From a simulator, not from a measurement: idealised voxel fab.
Process module under the name voxel released beams
Each square cell in cross-section cut measures 5 nm, and the section as a whole is 195 nm wide.
A cross-section in this document is a grid of square cells, and it is written down as bands, the top band listed before the ones below it; a band is made up of one or more rows of cells. Band: top and bottom heights (nm) first, top before bottom; then materials from left to right, widths in nm. "everywhere" marks a sole material filling the band edge to edge. "air" denotes empty space. Basically, 0 is our baseline, since under it the wafer straight out of the box is all one material. The bottom band has no lower end and keeps on going down, so it looks like "0 and below". A width given as "30..40" starts at the first number in the band's top row and ends at the second number in its bottom row, shifting by an equal amount at every step from row to row. "remains unaltered" means the step left every cell of the cross-section as it was. "Closed cavity list": empty spaces of 8 cells or more with no open way to the top, each given as width x height at distance, distance from the left edge, all in nm. Past the settings on a step's line: simulator remark, on that step. "overlay nm" answers the question of how far to the right of plan the mask lay on a step that has a mask, and when it is negative the answer is to the left.

**The following list gives the planned process steps**
1 RECEIVE,material Si
2 CONFORMAL_DEP,material Al2O3,thk nm 10
3 DIRECTIONAL_DEP,material SiO2,thk nm 15
4 DIRECTIONAL_DEP,material aC,thk nm 10
5 PATTERN,tone open,mask id ANCHOR,material resist,width nm 40,thk nm 30,overlay nm 0
6 DIRECTIONAL_ETCH,etch materials aC,depth nm 10
7 STRIP,etch materials resist
8 DIRECTIONAL_ETCH,etch materials SiO2,depth nm 15
9 STRIP,etch materials aC
10 CONFORMAL_DEP,material SiN,thk nm 15
11 MASKED_ETCH,tone cover,mask id BEAM,width nm 85,etch materials SiN,depth nm 15,overlay nm 0
12 STRIP,etch materials SiO2

**Cross-section of the wafer at receipt, which is the condition after step 1**
> 0 and below | Si everywhere
> Closed cavity list: none

**One mistake in running the module, otherwise start and plan as above: cross-section at the end**
> 0 and below | Si everywhere
> Closed cavity list: none
Deviation noted in wafer processing: step 2 ran as: CONFORMAL_DEP,material SiO2,thk nm 10
